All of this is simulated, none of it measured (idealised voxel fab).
Title: Process Module voxel gate over fins
cross-section cut | 255 nm wide | cells 5 nm
Each cross-section below is a grid of square cells, stated as bands in top-down order, with one or more rows of cells making up each band.
First you get the band's top height and its bottom height, in nm, and then the materials it's made of, left to right, with each width in nm. If you see a single material with "all across", that one covers the band edge to edge. "blank" is empty space.
Measure heights from 0. That's the level where, below it, the as-received wafer is all one material. The lowest band is bottomless and extends downward; write it as in "0 down".
Width "30 to 40": first value at the band's top row of cells, second value at its bottom row, equal change from row to row.
When a step is marked "nothing altered", none of the cells in the cross-section changed during that step.
Closed-off voids of 8+ cells (no open route to the top) go in "Unvented voids", written width x height at distance from the left edge, in nm.
Note: text after step settings on the step line = simulator remark on that step.
"overlay nm" on a masked step: distance the mask lay right of its planned place, negative for left.
[Set out below are the planned steps of the process]
1,RECEIVE [material Si]
2,CONFORMAL_DEP [material SiN] [thk nm 5]
3,MASKED_ETCH [tone cover] [mask id FINS] [width nm 15] [pitch nm 55] [etch materials SiN] [depth nm 5] [overlay nm 0]
4,MASKED_ETCH [tone cover] [mask id FINS] [width nm 15] [pitch nm 55] [etch materials Si] [depth nm 40] [overlay nm 0]
5,FILL_DEP [material SiO2] [thk nm 5]
6,CMP [height nm 5]
7,PATTERN [tone open] [mask id RAIL] [material resist] [width nm 15] [thk nm 20] [overlay nm 0]
8,DIRECTIONAL_ETCH [etch materials SiO2] [depth nm 40]
9,STRIP [etch materials resist]
10,CONFORMAL_DEP [material TiN] [thk nm 5]
11,FILL_DEP [material Ru] [thk nm 5]
12,CMP [height nm 5]
13,SELECTIVE_ETCH [etch materials W Ru TiN] [depth nm 25]
14,FILL_DEP [material SiO2] [thk nm 5]
15,CMP [height nm 5]
16,SELECTIVE_ETCH [etch materials SiO2] [depth nm 15]
17,STRIP [etch materials SiN]
18,CONFORMAL_DEP [material HfO2] [thk nm 5]
19,CONFORMAL_DEP [material TiN] [thk nm 5]
20,CONFORMAL_DEP [material TiAl] [thk nm 5]
21,CONFORMAL_DEP [material TiN] [thk nm 5]
22,FILL_DEP [material W] [thk nm 15]
23,CMP [height nm 30]
24,CONFORMAL_DEP [material SiN] [thk nm 10]
[This is the cross-section of the wafer as we received it, i.e. after step 1]
- 0 down | Si all across
- Unvented voids: none
[End state of the module in cross-section, given the above starting point and plan and one mistake in execution]
- 40 to 30 | SiN all across
- 30 to 15 | W all across
- 15 to 10 | W 20 nm  TiN 45 nm  W 10 nm  TiN 45 nm  W 10 nm  TiN 45 nm  W 10 nm  TiN 45 nm  W 25 nm
- 10 to 5 | W 20 nm  TiN 5 nm  TiAl 35 nm  TiN 5 nm  W 10 nm  TiN 5 nm  TiAl 35 nm  TiN 5 nm  W 10 nm  TiN 5 nm  TiAl 35 nm  TiN 5 nm  W 10 nm  TiN 5 nm  TiAl 35 nm  TiN 5 nm  W 25 nm
- 5 to 0 | TiN 25 nm  TiAl 5 nm  TiN 25 nm  TiAl 5 nm  TiN 20 nm  TiAl 5 nm  TiN 25 nm  TiAl 5 nm  TiN 20 nm  TiAl 5 nm  TiN 25 nm  TiAl 5 nm  TiN 20 nm  TiAl 5 nm  TiN 25 nm  TiAl 5 nm  TiN 30 nm
- 0 to -5 | TiAl 30 nm  TiN 5 nm  Si 15 nm  TiN 5 nm  TiAl 30 nm  TiN 5 nm  Si 15 nm  TiN 5 nm  TiAl 30 nm  TiN 5 nm  Si 15 nm  TiN 5 nm  TiAl 30 nm  TiN 5 nm  Si 15 nm  TiN 5 nm  TiAl 35 nm
- -5 to -10 | TiN 35 nm  Si 15 nm  TiN 40 nm  Si 15 nm  TiN 40 nm  Si 15 nm  TiN 40 nm  Si 15 nm  TiN 40 nm
- -10 to -20 | SiO2 35 nm  Si 15 nm  SiO2 40 nm  Si 15 nm  SiO2 40 nm  Si 15 nm  SiO2 40 nm  Si 15 nm  SiO2 40 nm
- -20 to -30 | SiO2 35 nm  Si 15 nm  SiO2 10 nm  TiN 5 nm  Ru 5 nm  TiN 5 nm  SiO2 15 nm  Si 15 nm  SiO2 40 nm  Si 15 nm  SiO2 40 nm  Si 15 nm  SiO2 40 nm
- -30 to -35 | SiO2 35 nm  Si 15 nm  SiO2 10 nm  TiN 15 nm  SiO2 15 nm  Si 15 nm  SiO2 40 nm  Si 15 nm  SiO2 40 nm  Si 15 nm  SiO2 40 nm
- -35 to -40 | SiO2 35 nm  Si 15 nm  SiO2 40 nm  Si 15 nm  SiO2 40 nm  Si 15 nm  SiO2 40 nm  Si 15 nm  SiO2 40 nm
- -40 down | Si all across
- Unvented voids: none
Error vs. plan: execution of step 18 of the plan did not take place, the step having been omitted
